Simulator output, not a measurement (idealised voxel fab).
The name of this process module is voxel capacitor over wiring.
Pictured: cross-section cut, 150 nm wide, on a grid of 5 nm square cells.
Cross-section layout: square cells on a grid; listed as bands, top to bottom; a band spans one or more cell rows.
Basically the band line says how high the top is and how high the bottom is, in nm, and then what's in it from left to right, every material with its width in nm. Empty space shows up as "air", and if a single material carries "throughout" it runs the full band edge to edge.
Heights are reckoned from 0. Under this level, the received wafer is all of one material. The bottommost band is open-ended downward, for example "0 down".
The notation "30..40" denotes a width that varies across the rows of cells in the band, beginning at the first number in the top row, finishing at the second number in the bottom row, and changing by an identical amount from each row to the next.
"stayed the same" -> step changed no cross-section cell.
Each empty space that has no open way to the top and spans at least 8 cells appears under "Enclosed internal voids" as width x height at distance, the distance counted from the left edge, all in nm.
The remark found on a step's line after its settings is issued by the simulator itself and pertains to that step.
The optional step-line setting "overlay nm" applies to steps with a mask and quantifies how far to the right of its planned location the mask lay, a negative value indicating leftward placement.

These are the steps we planned for the process:
- 1: RECEIVE | material Si
- 2: CONFORMAL_DEP | material SiO2 | thk nm 15
- 3: CONFORMAL_DEP | material SiN | thk nm 5
- 4: DIRECTIONAL_DEP | material lowk | thk nm 25
- 5: PATTERN | tone open | mask id METAL_1 | material resist | width nm 25 | pitch nm 95 | thk nm 20 | overlay nm 0
- 6: DIRECTIONAL_ETCH | etch materials lowk | depth nm 25
- 7: DIRECTIONAL_ETCH | etch materials SiN | depth nm 5
- 8: STRIP | etch materials resist
- 9: CONFORMAL_DEP | material TiN | thk nm 5
- 10: FILL_DEP | material Cu | thk nm 10
- 11: CMP | height nm 45
- 12: CONFORMAL_DEP | material SiCN | thk nm 5
- 13: DIRECTIONAL_DEP | material lowk | thk nm 20
- 14: DIRECTIONAL_DEP | material aC | thk nm 15
- 15: PATTERN | tone open | mask id PLUG_1 | material resist | width nm 15 | thk nm 35 | overlay nm 0
- 16: DIRECTIONAL_ETCH | etch materials aC | depth nm 15
- 17: STRIP | etch materials resist
- 18: DIRECTIONAL_ETCH | etch materials lowk | depth nm 20
- 19: DIRECTIONAL_ETCH | etch materials SiCN | depth nm 5
- 20: STRIP | etch materials aC
- 21: CONFORMAL_DEP | material TiN | thk nm 5
- 22: FILL_DEP | material Ru | thk nm 10
- 23: CMP | height nm 70
- 24: DIRECTIONAL_DEP | material TiN | thk nm 5
- 25: DIRECTIONAL_DEP | material Al2O3 | thk nm 5
- 26: DIRECTIONAL_DEP | material TiN | thk nm 10
- 27: DIRECTIONAL_DEP | material aC | thk nm 10
- 28: PATTERN | tone cover | mask id UPPER_PLATE | material resist | width nm 75 | thk nm 30 | overlay nm 0
- 29: DIRECTIONAL_ETCH | etch materials aC | depth nm 10
- 30: STRIP | etch materials resist
- 31: DIRECTIONAL_ETCH | etch materials TiN | depth nm 10
- 32: DIRECTIONAL_ETCH | etch materials Al2O3 | depth nm 5
- 33: STRIP | etch materials aC
- 34: MASKED_ETCH | tone cover | mask id LOWER_PLATE | width nm 85 | etch materials TiN | depth nm 5 | overlay nm 0
- 35: FILL_DEP | material SiO2 | thk nm 20
- 36: CMP | height nm 105
- 37: DIRECTIONAL_DEP | material aC | thk nm 15
- 38: PATTERN | tone open | mask id PLUG_2 | material resist | width nm 15 | thk nm 30 | overlay nm 0
- 39: DIRECTIONAL_ETCH | etch materials aC | depth nm 15
- 40: STRIP | etch materials resist
- 41: DIRECTIONAL_ETCH | etch materials SiO2 | depth nm 15
- 42: STRIP | etch materials aC
- 43: CONFORMAL_DEP | material TiN | thk nm 5
- 44: FILL_DEP | material Cu | thk nm 10
- 45: CMP | height nm 105
- 46: CONFORMAL_DEP | material SiN | thk nm 5

Shown in cross-section is the wafer as received, that is, as it stands after step 1:
- 0 down  Si throughout
- Enclosed internal voids: none

Starting structure and process plan are as shown above, but one mistake was made in running the module; the wafer cross-section at the end of the module follows:
- 110 to 105  SiN throughout
- 105 to 95  SiO2=35  TiN=5  Cu=5  TiN=5  SiO2=100
- 95 to 90  SiO2=35  TiN=15  SiO2=100
- 90 to 80  SiO2=25  TiN=75  SiO2=50
- 80 to 75  SiO2=25  Al2O3=75  SiO2=50
- 75 to 70  SiO2=20  TiN=85  SiO2=45
- 70 to 50  lowk=25  TiN=5  Ru=5  TiN=5  lowk=110
- 50 to 45  SiCN=25  TiN=15  SiCN=110
- 45 to 20  SiCN throughout
- 20 to 15  SiN throughout
- 15 to 0  SiO2 throughout
- 0 down  Si throughout
- Enclosed internal voids: none
What went wrong in running the wafer? off-plan run, step 4, actual operation and settings DIRECTIONAL_DEP | material SiCN | thk nm 25
